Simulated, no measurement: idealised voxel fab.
This is a process module. Its name is voxel self aligned contacts.
The width of the displayed cross-section, cut, is 300 nm; its cells are square, with a size of 5 nm.
Bands, listed from the top down, are how a cross-section gets written in this document; the cross-section itself is a grid of square cells, and a band is one or more rows of them. Look at the band entry: it leads with the top's height and the bottom's height in nm. Then it lists the materials left to right, with a width in nm for each. The word "all across" on a single material says that material fills the band edge to edge. The word "blank" is empty space. Heights from 0 (as-received wafer is one material below). Bottom band endless downward, as "0 down". Quick explanation for "30..40": the width changes in equal steps down the rows of cells, from the first number in the band's top row to the second number in its bottom row. The cross-section has no changed cell in any step marked "all unchanged". "Cavities, closed": sealed empty spaces, 8 cells or more, no open way to top, listed width x height at distance, with distance from the left edge and width, height and distance in nm. The remark found on a step's line after its settings is issued by the simulator itself and pertains to that step. overlay nm: on a step with a mask, how far right of its planned place the mask lay; negative means left.

[Steps in the process plan]
step 1: RECEIVE,material Si
step 2: OXIDIZE,depth nm 5
step 3: DIRECTIONAL_DEP,material polySi,thk nm 30
step 4: DIRECTIONAL_DEP,material SiN,thk nm 15
step 5: DIRECTIONAL_DEP,material aC,thk nm 15
step 6: PATTERN,tone cover,mask id GATE,material resist,width nm 30,pitch nm 55,thk nm 30,overlay nm 0
step 7: DIRECTIONAL_ETCH,etch materials aC,depth nm 15
step 8: STRIP,etch materials resist
step 9: DIRECTIONAL_ETCH,etch materials SiN,depth nm 15
step 10: DIRECTIONAL_ETCH,etch materials polySi,depth nm 30
step 11: STRIP,etch materials aC
step 12: CONFORMAL_DEP,material SiN,thk nm 5
step 13: DIRECTIONAL_ETCH,etch materials SiN,depth nm 5
step 14: FILL_DEP,material SiO2,thk nm 15
step 15: CMP,height nm 50
step 16: MASKED_ETCH,tone open,mask id CONTACT,width nm 35,etch materials SiO2,depth nm 55,overlay nm 0
step 17: CONFORMAL_DEP,material TiN,thk nm 5
step 18: FILL_DEP,material Ru,thk nm 5
step 19: CMP,height nm 50
step 20: CONFORMAL_DEP,material SiCN,thk nm 5

[The first wafer of two, processed as planned]

[Cross-sectional view of the wafer in its as-received condition, corresponding to the state after step 1]
    0 down | Si all across
    Cavities, closed: none

[Cross-sectional representation of the wafer at the conclusion of step 2]
    0 to -5 | SiO2 all across
    Nothing below the height -5 has changed.

[Cross-sectional representation of the wafer at the conclusion of step 3]
    30 to 0 | polySi all across
    Nothing below the height 0 has changed.

[Cross-sectional representation of the wafer at the conclusion of step 4]
    45 to 30 | SiN all across
    Nothing below the height 30 has changed.

[Cross-sectional representation of the wafer at the conclusion of step 5]
    60 to 45 | aC all across
    Nothing below the height 45 has changed.

[Cross-sectional representation of the wafer at the conclusion of step 6]
    90 to 60 | blank=105, then resist=30, then blank=25, then resist=30, then blank=110
    Nothing below the height 60 has changed.

[Cross-sectional representation of the wafer at the conclusion of step 7]
    75 to 60 | blank=105, then resist=30, then blank=25, then resist=30, then blank=110
    60 to 45 | blank=105, then aC=30, then blank=25, then aC=30, then blank=110
    Nothing below the height 45 has changed.

[Cross-sectional representation of the wafer at the conclusion of step 8]
    60 to 45 | blank=105, then aC=30, then blank=25, then aC=30, then blank=110
    Nothing below the height 45 has changed.

[Cross-sectional representation of the wafer at the conclusion of step 9]
    60 to 45 | blank=105, then aC=30, then blank=25, then aC=30, then blank=110
    45 to 30 | blank=105, then SiN=30, then blank=25, then SiN=30, then blank=110
    Nothing below the height 30 has changed.

[Cross-sectional representation of the wafer at the conclusion of step 10]
    60 to 45 | blank=105, then aC=30, then blank=25, then aC=30, then blank=110
    45 to 30 | blank=105, then SiN=30, then blank=25, then SiN=30, then blank=110
    30 to 0 | blank=105, then polySi=30, then blank=25, then polySi=30, then blank=110
    Nothing below the height 0 has changed.

[Cross-sectional representation of the wafer at the conclusion of step 11]
    45 to 30 | blank=105, then SiN=30, then blank=25, then SiN=30, then blank=110
    Nothing below the height 30 has changed.

[Cross-sectional representation of the wafer at the conclusion of step 12]
    50 to 30 | blank=100, then SiN=40, then blank=15, then SiN=40, then blank=105
    30 to 5 | blank=100, then SiN=5, then polySi=30, then SiN=5, then blank=15, then SiN=5, then polySi=30, then SiN=5, then blank=105
    5 to 0 | SiN=105, then polySi=30, then SiN=25, then polySi=30, then SiN=110
    Nothing below the height 0 has changed.

[Cross-sectional representation of the wafer at the conclusion of step 13]
    45 to 30 | blank=100, then SiN=40, then blank=15, then SiN=40, then blank=105
    30 to 0 | blank=100, then SiN=5, then polySi=30, then SiN=5, then blank=15, then SiN=5, then polySi=30, then SiN=5, then blank=105
    Nothing below the height 0 has changed.

[Cross-sectional representation of the wafer at the conclusion of step 14]
    60 to 45 | SiO2 all across
    45 to 30 | SiO2=100, then SiN=40, then SiO2=15, then SiN=40, then SiO2=105
    30 to 0 | SiO2=100, then SiN=5, then polySi=30, then SiN=5, then SiO2=15, then SiN=5, then polySi=30, then SiN=5, then SiO2=105
    Nothing below the height 0 has changed.

[Cross-sectional representation of the wafer at the conclusion of step 15]
    50 to 45 | SiO2 all across
    Nothing below the height 45 has changed.

[Cross-sectional representation of the wafer at the conclusion of step 16]
    50 to 45 | SiO2=130, then blank=35, then SiO2=135
    45 to 30 | SiO2=100, then SiN=40, then blank=15, then SiN=40, then SiO2=105
    30 to 0 | SiO2=100, then SiN=5, then polySi=30, then SiN=5, then blank=15, then SiN=5, then polySi=30, then SiN=5, then SiO2=105
    0 to -5 | SiO2=140, then blank=15, then SiO2=145
    Nothing below the height -5 has changed.

[Cross-sectional representation of the wafer at the conclusion of step 17]
    55 to 50 | TiN=135, then blank=25, then TiN=140
    50 to 45 | SiO2=130, then TiN=15, then blank=5, then TiN=15, then SiO2=135
    45 to 30 | SiO2=100, then SiN=40, then TiN=5, then blank=5, then TiN=5, then SiN=40, then SiO2=105
    30 to 0 | SiO2=100, then SiN=5, then polySi=30, then SiN=5, then TiN=5, then blank=5, then TiN=5, then SiN=5, then polySi=30, then SiN=5, then SiO2=105
    0 to -5 | SiO2=140, then TiN=15, then SiO2=145
    Nothing below the height -5 has changed.

[Cross-sectional representation of the wafer at the conclusion of step 18]
    60 to 55 | Ru all across
    55 to 50 | TiN=135, then Ru=25, then TiN=140
    50 to 45 | SiO2=130, then TiN=15, then Ru=5, then TiN=15, then SiO2=135
    45 to 30 | SiO2=100, then SiN=40, then TiN=5, then Ru=5, then TiN=5, then SiN=40, then SiO2=105
    30 to 0 | SiO2=100, then SiN=5, then polySi=30, then SiN=5, then TiN=5, then Ru=5, then TiN=5, then SiN=5, then polySi=30, then SiN=5, then SiO2=105
    Nothing below the height 0 has changed.

[Cross-sectional representation of the wafer at the conclusion of step 19]
    50 to 45 | SiO2=130, then TiN=15, then Ru=5, then TiN=15, then SiO2=135
    Nothing below the height 45 has changed.

[Cross-sectional representation of the wafer at the conclusion of step 20]
    55 to 50 | SiCN all across
    Nothing below the height 50 has changed.

[Here the second wafer is described. Its start and its plan were those of the first wafer. Its run contained one mistake. Up to and including step 11, it did exactly what the first wafer did]

[Look at the second wafer in cross-section at the time step 12 ought to have finished]
    50 to 45 | blank=100, then TiN=40, then blank=15, then TiN=40, then blank=105
    45 to 30 | blank=100, then TiN=5, then SiN=30, then TiN=5, then blank=15, then TiN=5, then SiN=30, then TiN=5, then blank=105
    30 to 5 | blank=100, then TiN=5, then polySi=30, then TiN=5, then blank=15, then TiN=5, then polySi=30, then TiN=5, then blank=105
    5 to 0 | TiN=105, then polySi=30, then TiN=25, then polySi=30, then TiN=110
    Nothing below the height 0 has changed.

Look at the second wafer in cross-section at the time step 13 ought to have finished: all unchanged

[Look at the second wafer in cross-section at the time step 14 ought to have finished]
    65 to 50 | SiO2 all across
    50 to 45 | SiO2=100, then TiN=40, then SiO2=15, then TiN=40, then SiO2=105
    45 to 30 | SiO2=100, then TiN=5, then SiN=30, then TiN=5, then SiO2=15, then TiN=5, then SiN=30, then TiN=5, then SiO2=105
    30 to 5 | SiO2=100, then TiN=5, then polySi=30, then TiN=5, then SiO2=15, then TiN=5, then polySi=30, then TiN=5, then SiO2=105
    Nothing below the height 5 has changed.

[Look at the second wafer in cross-section at the time step 15 ought to have finished]
    50 to 45 | SiO2=100, then TiN=40, then SiO2=15, then TiN=40, then SiO2=105
    Nothing below the height 45 has changed.

[Look at the second wafer in cross-section at the time step 16 ought to have finished]
    50 to 45 | SiO2=100, then TiN=40, then blank=15, then TiN=40, then SiO2=105
    45 to 30 | SiO2=100, then TiN=5, then SiN=30, then TiN=5, then blank=15, then TiN=5, then SiN=30, then TiN=5, then SiO2=105
    30 to 5 | SiO2=100, then TiN=5, then polySi=30, then TiN=5, then blank=15, then TiN=5, then polySi=30, then TiN=5, then SiO2=105
    Nothing below the height 5 has changed.

[Look at the second wafer in cross-section at the time step 17 ought to have finished]
    55 to 50 | TiN=145, then blank=5, then TiN=150
    50 to 45 | SiO2=100, then TiN=45, then blank=5, then TiN=45, then SiO2=105
    45 to 30 | SiO2=100, then TiN=5, then SiN=30, then TiN=10, then blank=5, then TiN=10, then SiN=30, then TiN=5, then SiO2=105
    30 to 10 | SiO2=100, then TiN=5, then polySi=30, then TiN=10, then blank=5, then TiN=10, then polySi=30, then TiN=5, then SiO2=105
    10 to 5 | SiO2=100, then TiN=5, then polySi=30, then TiN=25, then polySi=30, then TiN=5, then SiO2=105
    Nothing below the height 5 has changed.

[Look at the second wafer in cross-section at the time step 18 ought to have finished]
    60 to 55 | Ru all across
    55 to 50 | TiN=145, then Ru=5, then TiN=150
    50 to 45 | SiO2=100, then TiN=45, then Ru=5, then TiN=45, then SiO2=105
    45 to 30 | SiO2=100, then TiN=5, then SiN=30, then TiN=10, then Ru=5, then TiN=10, then SiN=30, then TiN=5, then SiO2=105
    30 to 10 | SiO2=100, then TiN=5, then polySi=30, then TiN=10, then Ru=5, then TiN=10, then polySi=30, then TiN=5, then SiO2=105
    Nothing below the height 10 has changed.

[Look at the second wafer in cross-section at the time step 19 ought to have finished]
    50 to 45 | SiO2=100, then TiN=45, then Ru=5, then TiN=45, then SiO2=105
    Nothing below the height 45 has changed.

[Look at the second wafer in cross-section at the time step 20 ought to have finished]
    55 to 50 | SiCN all across
    Nothing below the height 50 has changed.
Error vs. plan: rather than as planned, step 12 actually ran as CONFORMAL_DEP,material TiN,thk nm 5
at the end the second wafer has, in cells: Ru: 2 fewer; SiN: 36 fewer; SiO2: 50 fewer; TiN: 88 more
